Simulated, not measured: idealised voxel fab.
Process module under the name voxel released beams
FYI the section here is cut, 245 nm wide, cells are 5 nm squares.
Notation: cross-section as square-cell grid; stated in bands, top first, going down; one or more cell rows per band. Read a band's entry like this: the first values are the height of its top and the height of its bottom in nm, and what follows is the sequence of materials from left to right, each with its width in nm. Note that "air" is empty space, and that a single material marked "everywhere" reaches across the band from edge to edge. Where do heights start? At 0: under that level the wafer as delivered is made of one material only. And the lowest band has no floor; it just carries on downward, as in "from 0 down". Read "30..40" as a graded width: first number on top, second number at the bottom, same change between each pair of neighbouring rows. Reading "nothing got changed" for a step: not a cell of the cross-section changed in it. In "Closed voids list" the enclosed voids are listed, meaning empty spaces of 8 cells or larger without any opening to the top. The form is width x height at distance, distance from the left edge, units nm. Past the settings on a step's line: simulator remark, on that step. The optional step-line setting "overlay nm" applies to steps with a mask and quantifies how far to the right of its planned location the mask lay, a negative value indicating leftward placement.
**Process steps (planned)**
- 1: RECEIVE with material Si
- 2: CONFORMAL_DEP with material Al2O3, thk nm 5
- 3: DIRECTIONAL_DEP with material SiO2, thk nm 15
- 4: DIRECTIONAL_DEP with material aC, thk nm 10
- 5: PATTERN with tone open, mask id ANCHOR, material resist, width nm 25, thk nm 30, overlay nm 0
- 6: DIRECTIONAL_ETCH with etch materials aC, depth nm 10
- 7: STRIP with etch materials resist
- 8: DIRECTIONAL_ETCH with etch materials SiO2, depth nm 15
- 9: STRIP with etch materials aC
- 10: CONFORMAL_DEP with material polySi, thk nm 10
- 11: DIRECTIONAL_DEP with material aC, thk nm 15
- 12: PATTERN with tone cover, mask id BEAM, material resist, width nm 80, thk nm 30, overlay nm 0
- 13: DIRECTIONAL_ETCH with etch materials aC, depth nm 15
- 14: STRIP with etch materials resist
- 15: DIRECTIONAL_ETCH with etch materials polySi, depth nm 10
- 16: STRIP with etch materials aC
- 17: STRIP with etch materials SiO2
**Delivered wafer in cross-section: state after step 1**
    from 0 down  Si everywhere
    Closed voids list: none
**Wafer cross-section at module end: first of two, run to plan**
    from 30 to 20  air=80; polySi=15; air=5; polySi=60; air=85
    from 20 to 15  air=85; polySi=10; air=5; polySi=10; air=135
    from 15 to 5  air=85; polySi=25; air=135
    from 5 to 0  Al2O3 everywhere
    from 0 down  Si everywhere
    Closed voids list: none
**End of module, second wafer, cross-section. Started like the first, planned like the first, run with one mistake**
    from 30 to 20  air=80; polySi=80; air=85
    from 20 to 5  air=90; polySi=15; air=140
    from 5 to 0  Al2O3 everywhere
    from 0 down  Si everywhere
    Closed voids list: none
The plan and the run diverged here: in deviation from the planned setting, step 5 was conducted as PATTERN with tone open, mask id ANCHOR, material resist, width nm 15, thk nm 30, overlay nm 0
The closing comparison, in cells, has the second wafer with more or fewer of some materials than the first: polySi: 3 fewer
